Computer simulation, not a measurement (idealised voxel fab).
process module | voxel transistor to metal
cross-section cut | 300 nm wide | cells 5 nm
A cross-section is a grid of square cells, given in bands from the top down. A band is one or more rows of cells.
Each band's line starts with the height of the band's top and of its bottom, in nm. Then come its materials from left to right, each with its width in nm. One material with "throughout" fills the band from edge to edge. "air" is empty space.
Height 0 is the level under which the wafer as received is all one material. The lowest band goes on downwards, as in "0 down".
A width such as "30 to 40" changes by the same amount from each row of cells to the next, from the band's top row to its bottom row.
"no change" after a step means that no cell of the cross-section changed.
closed voids: empty space of 8 cells or more with no open way to the top, each as width x height at its distance from the left edge, in nm
after a step's settings: what the simulator itself notes on the step
overlay nm, on a step with a mask: how far to the right of its planned place the mask lay; to the left if negative
plan
1 op RECEIVE | material Si
2 op OXIDIZE | depth nm 5
3 op CONFORMAL_DEP | material SiN | thk nm 10
4 op MASKED_ETCH | tone cover | mask id ACTIVE | width nm 110 | pitch nm 130 | etch materials SiN | depth nm 10 | overlay nm 0
5 op MASKED_ETCH | tone cover | mask id ACTIVE | width nm 110 | pitch nm 130 | etch materials SiO2 | depth nm 5 | overlay nm 0
6 op MASKED_ETCH | tone cover | mask id ACTIVE | width nm 110 | pitch nm 130 | etch materials Si | depth nm 20 | overlay nm 0
7 op FILL_DEP | material SiO2 | thk nm 5
8 op CMP | height nm 10
9 op SELECTIVE_ETCH | etch materials SiO2 | depth nm 10
10 op STRIP | etch materials SiN
11 op SELECTIVE_ETCH | etch materials SiO2 | depth nm 5
12 op OXIDIZE | depth nm 5
13 op DIRECTIONAL_DEP | material polySi | thk nm 20
14 op DIRECTIONAL_DEP | material SiCN | thk nm 10
15 op DIRECTIONAL_DEP | material aC | thk nm 15
16 op PATTERN | tone cover | mask id GATE | material resist | width nm 30 | pitch nm 130 | thk nm 30 | overlay nm 0
17 op DIRECTIONAL_ETCH | etch materials aC | depth nm 15
18 op STRIP | etch materials resist
19 op DIRECTIONAL_ETCH | etch materials SiCN | depth nm 20
20 op DIRECTIONAL_ETCH | etch materials polySi | depth nm 30
21 op STRIP | etch materials aC
22 op CONFORMAL_DEP | material SiO2 | thk nm 5
23 op DIRECTIONAL_ETCH | etch materials SiO2 | depth nm 5
24 op CONFORMAL_DEP | material SiN | thk nm 5
25 op DIRECTIONAL_ETCH | etch materials SiN | depth nm 5
26 op DIRECTIONAL_ETCH | etch materials SiO2 | depth nm 5
27 op DIRECTIONAL_ETCH | etch materials Si | depth nm 15
28 op EPI | material SiGe | thk nm 15
29 op FILL_DEP | material SiO2 | thk nm 10
30 op CMP | height nm 15
31 op STRIP | etch materials polySi
32 op SELECTIVE_ETCH | etch materials SiO2 | depth nm 5
33 op CONFORMAL_DEP | material HfO2 | thk nm 5
34 op CONFORMAL_DEP | material TiN | thk nm 5
35 op FILL_DEP | material W | thk nm 10
36 op CMP | height nm 10
37 op DIRECTIONAL_DEP | material SiO2 | thk nm 10
38 op MASKED_ETCH | tone open | mask id CONTACT | width nm 15 | etch materials SiO2 | depth nm 30 | overlay nm 0
39 op CONFORMAL_DEP | material TiN | thk nm 5
40 op FILL_DEP | material W | thk nm 5
41 op CMP | height nm 20
42 op CONFORMAL_DEP | material SiCN | thk nm 5
43 op DIRECTIONAL_DEP | material SiO2 | thk nm 15
44 op DIRECTIONAL_DEP | material aC | thk nm 15
45 op PATTERN | tone open | mask id METAL_1 | material resist | width nm 15 | thk nm 35 | overlay nm 0
46 op DIRECTIONAL_ETCH | etch materials aC | depth nm 15
47 op STRIP | etch materials resist
48 op DIRECTIONAL_ETCH | etch materials SiO2 | depth nm 15
49 op DIRECTIONAL_ETCH | etch materials SiCN | depth nm 5
50 op STRIP | etch materials aC
51 op CONFORMAL_DEP | material TiN | thk nm 5
52 op FILL_DEP | material W | thk nm 10
53 op CMP | height nm 40
54 op CONFORMAL_DEP | material SiN | thk nm 5
as received, after step 1
  0 down: Si throughout
  closed voids: none
a wafer at the end: this start, this plan, one mistake
  45 to 40: SiN throughout
  40 to 35: TiN 45 | W 5 | TiN 70 | W 5 | TiN 50 | W 5 | TiN 70 | W 5 | TiN 45
  35 to 25: SiO2 40 | TiN 5 | W 5 | TiN 5 | SiO2 60 | TiN 5 | W 5 | TiN 5 | SiO2 40 | TiN 5 | W 5 | TiN 5 | SiO2 60 | TiN 5 | W 5 | TiN 5 | SiO2 40
  25 to 20: SiCN 40 | TiN 15 | SiCN 60 | TiN 15 | SiCN 40 | TiN 15 | SiCN 60 | TiN 15 | SiCN 40
  20 to 10: SiO2 40 | TiN 5 | W 5 | TiN 5 | SiO2 60 | TiN 5 | W 5 | TiN 5 | SiO2 40 | TiN 5 | W 5 | TiN 5 | SiO2 60 | TiN 5 | W 5 | TiN 5 | SiO2 40
  10 to 5: SiO2 40 | TiN 15 | SiO2 5 | SiN 5 | HfO2 5 | TiN 5 | W 20 | TiN 5 | HfO2 5 | SiN 5 | SiO2 5 | TiN 15 | SiO2 40 | TiN 15 | SiO2 5 | SiN 5 | HfO2 5 | TiN 5 | W 20 | TiN 5 | HfO2 5 | SiN 5 | SiO2 5 | TiN 15 | SiO2 40
  5 to 0: SiO2 40 | TiN 5 | SiGe 15 | SiN 5 | HfO2 5 | TiN 5 | W 20 | TiN 5 | HfO2 5 | SiN 5 | SiGe 15 | TiN 5 | SiO2 40 | TiN 5 | SiGe 15 | SiN 5 | HfO2 5 | TiN 5 | W 20 | TiN 5 | HfO2 5 | SiN 5 | SiGe 15 | TiN 5 | SiO2 40
  0 to -5: SiO2 40 | TiN 5 | SiGe 15 | SiN 5 | HfO2 5 | TiN 30 | HfO2 5 | SiN 5 | SiGe 15 | TiN 5 | SiO2 40 | TiN 5 | SiGe 15 | SiN 5 | HfO2 5 | TiN 30 | HfO2 5 | SiN 5 | SiGe 15 | TiN 5 | SiO2 40
  -5 to -10: SiO2 40 | TiN 5 | SiGe 15 | SiO2 5 | HfO2 40 | SiO2 5 | SiGe 15 | TiN 5 | SiO2 40 | TiN 5 | SiGe 15 | SiO2 5 | HfO2 40 | SiO2 5 | SiGe 15 | TiN 5 | SiO2 40
  -10 to -25: SiO2 30 | SiGe 30 | Si 50 | SiGe 30 | SiO2 20 | SiGe 30 | Si 50 | SiGe 30 | SiO2 30
  -25 down: Si throughout
  closed voids: none
what went wrong: step 43 ran as: op DIRECTIONAL_DEP | material SiO2 | thk nm 10
